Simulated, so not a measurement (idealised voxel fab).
Name of the process module below: voxel transistor to metal
185 nm wide, 5 nm square cells: that's cross-section cut.
When this document writes out a cross-section, it uses a grid of square cells and lists it as bands, beginning at the top and moving down, with a band standing for one or more rows of cells. Each band's line starts with the height of the band's top and of its bottom, in nm. Then come its materials from left to right, each with its width in nm. One material with "throughout" fills the band from edge to edge. "air" is empty space. Height reference: 0 = level under which incoming wafer is all one material. Lowest band: no bottom, runs on downward, e.g. "top 0, no bottom". With a width like "30 to 40", each row of cells in the band differs from the next by the same amount, the top row carrying the first number and the bottom row the second. A step reported as "stayed the same" is a step in which no cell of the cross-section changed. In the "Encapsulated voids" entry, you get each enclosed empty space of 8 cells or more, one with no open way to the top, written width x height at distance, distance from the left edge, in nm. The remark found on a step's line after its settings is issued by the simulator itself and pertains to that step. On any step carrying a mask, the "overlay nm" setting, if present on the step's line, tells how far right of its planned place the mask lay; negative values point to the left.

**The planned process steps are enumerated hereunder**
- 1: RECEIVE: material Si
- 2: OXIDIZE: depth nm 5
- 3: CONFORMAL_DEP: material SiN, thk nm 10
- 4: DIRECTIONAL_DEP: material aC, thk nm 10
- 5: PATTERN: tone cover, mask id ACTIVE, material resist, width nm 95, thk nm 30, overlay nm 0
- 6: DIRECTIONAL_ETCH: etch materials aC, depth nm 10
- 7: STRIP: etch materials resist
- 8: DIRECTIONAL_ETCH: etch materials SiN, depth nm 10
- 9: DIRECTIONAL_ETCH: etch materials SiO2, depth nm 5
- 10: DIRECTIONAL_ETCH: etch materials Si, depth nm 25
- 11: STRIP: etch materials aC
- 12: FILL_DEP: material SiO2, thk nm 10
- 13: CMP: height nm 10
- 14: SELECTIVE_ETCH: etch materials SiO2, depth nm 5
- 15: STRIP: etch materials SiN
- 16: SELECTIVE_ETCH: etch materials SiO2, depth nm 5
- 17: OXIDIZE: depth nm 5
- 18: DIRECTIONAL_DEP: material polySi, thk nm 20
- 19: DIRECTIONAL_DEP: material SiCN, thk nm 15
- 20: DIRECTIONAL_DEP: material aC, thk nm 10
- 21: PATTERN: tone cover, mask id GATE, material resist, width nm 25, thk nm 30, overlay nm 0
- 22: DIRECTIONAL_ETCH: etch materials aC, depth nm 10
- 23: STRIP: etch materials resist
- 24: DIRECTIONAL_ETCH: etch materials SiCN, depth nm 25
- 25: DIRECTIONAL_ETCH: etch materials polySi, depth nm 30
- 26: STRIP: etch materials aC
- 27: CONFORMAL_DEP: material SiN, thk nm 10
- 28: DIRECTIONAL_ETCH: etch materials SiN, depth nm 10
- 29: DIRECTIONAL_ETCH: etch materials SiO2, depth nm 5
- 30: EPI: material nSi, thk nm 5
- 31: FILL_DEP: material SiO2, thk nm 5
- 32: CMP: height nm 15
- 33: STRIP: etch materials polySi
- 34: SELECTIVE_ETCH: etch materials SiO2, depth nm 5
- 35: CONFORMAL_DEP: material HfO2, thk nm 5
- 36: CONFORMAL_DEP: material TiN, thk nm 5
- 37: FILL_DEP: material W, thk nm 10
- 38: CMP: height nm 10
- 39: DIRECTIONAL_DEP: material SiO2, thk nm 15
- 40: DIRECTIONAL_DEP: material aC, thk nm 10
- 41: PATTERN: tone open, mask id CONTACT, material resist, width nm 15, pitch nm 70, thk nm 30, overlay nm 0
- 42: DIRECTIONAL_ETCH: etch materials aC, depth nm 10
- 43: STRIP: etch materials resist
- 44: DIRECTIONAL_ETCH: etch materials SiO2, depth nm 30
- 45: STRIP: etch materials aC
- 46: CONFORMAL_DEP: material TiN, thk nm 5
- 47: FILL_DEP: material W, thk nm 5
- 48: CMP: height nm 25
- 49: DIRECTIONAL_DEP: material TiN, thk nm 5
- 50: DIRECTIONAL_DEP: material W, thk nm 15
- 51: DIRECTIONAL_DEP: material aC, thk nm 15
- 52: PATTERN: tone cover, mask id METAL_1, material resist, width nm 15, pitch nm 70, thk nm 35, overlay nm 0
- 53: DIRECTIONAL_ETCH: etch materials aC, depth nm 15
- 54: STRIP: etch materials resist
- 55: DIRECTIONAL_ETCH: etch materials W, depth nm 15
- 56: DIRECTIONAL_ETCH: etch materials TiN, depth nm 5
- 57: STRIP: etch materials aC
- 58: FILL_DEP: material lowk, thk nm 10
- 59: CMP: height nm 45
- 60: CONFORMAL_DEP: material SiCN, thk nm 5
- 61: DIRECTIONAL_DEP: material SiO2, thk nm 35
- 62: PATTERN: tone open, mask id METAL_2, material resist, width nm 15, pitch nm 70, thk nm 20, overlay nm 0
- 63: DIRECTIONAL_ETCH: etch materials SiO2, depth nm 20
- 64: STRIP: etch materials resist
- 65: MASKED_ETCH: tone open, mask id METAL_2_HOLES, width nm 15, pitch nm 70, etch materials SiO2, depth nm 15, overlay nm 0
- 66: MASKED_ETCH: tone open, mask id METAL_2_HOLES, width nm 15, pitch nm 70, etch materials SiCN, depth nm 5, overlay nm 0
- 67: CONFORMAL_DEP: material TiN, thk nm 5
- 68: FILL_DEP: material Cu, thk nm 10
- 69: CMP: height nm 85
- 70: CONFORMAL_DEP: material SiCN, thk nm 5

**Wafer as received: cross-section following step 1**
top 0, no bottom: Si throughout
Encapsulated voids: none

**Post-module cross-section: identical start and plan to those above, one misstep in execution**
top 90, bottom 85: SiCN throughout
top 85, bottom 50: SiO2: 50  TiN: 5  Cu: 5  TiN: 5  SiO2: 55  TiN: 5  Cu: 5  TiN: 5  SiO2: 50
top 50, bottom 45: SiCN: 50  TiN: 15  SiCN: 55  TiN: 15  SiCN: 50
top 45, bottom 30: lowk: 50  W: 15  lowk: 55  W: 15  lowk: 50
top 30, bottom 25: lowk: 50  TiN: 15  lowk: 55  TiN: 15  lowk: 50
top 25, bottom 20: W: 60  TiN: 30  W: 5  TiN: 30  W: 60
top 20, bottom 15: TiN: 65  HfO2: 20  TiN: 5  W: 5  TiN: 5  HfO2: 20  TiN: 65
top 15, bottom 10: HfO2: 70  SiN: 10  HfO2: 5  TiN: 5  W: 5  TiN: 5  HfO2: 5  SiN: 10  HfO2: 70
top 10, bottom 0: SiO2: 70  SiN: 10  HfO2: 5  TiN: 5  W: 5  TiN: 5  HfO2: 5  SiN: 10  SiO2: 70
top 0, bottom -5: SiO2: 40  SiN: 10  SiO2: 20  SiN: 10  HfO2: 5  TiN: 15  HfO2: 5  SiN: 10  SiO2: 20  SiN: 10  SiO2: 40
top -5, bottom -10: SiO2: 50  nSi: 20  SiO2: 5  HfO2: 35  SiO2: 5  nSi: 20  SiO2: 50
top -10, bottom -30: SiO2: 45  Si: 95  SiO2: 45
top -30, no bottom: Si throughout
Encapsulated voids: none
What was done differently from what was planned? plan step 38 skipped
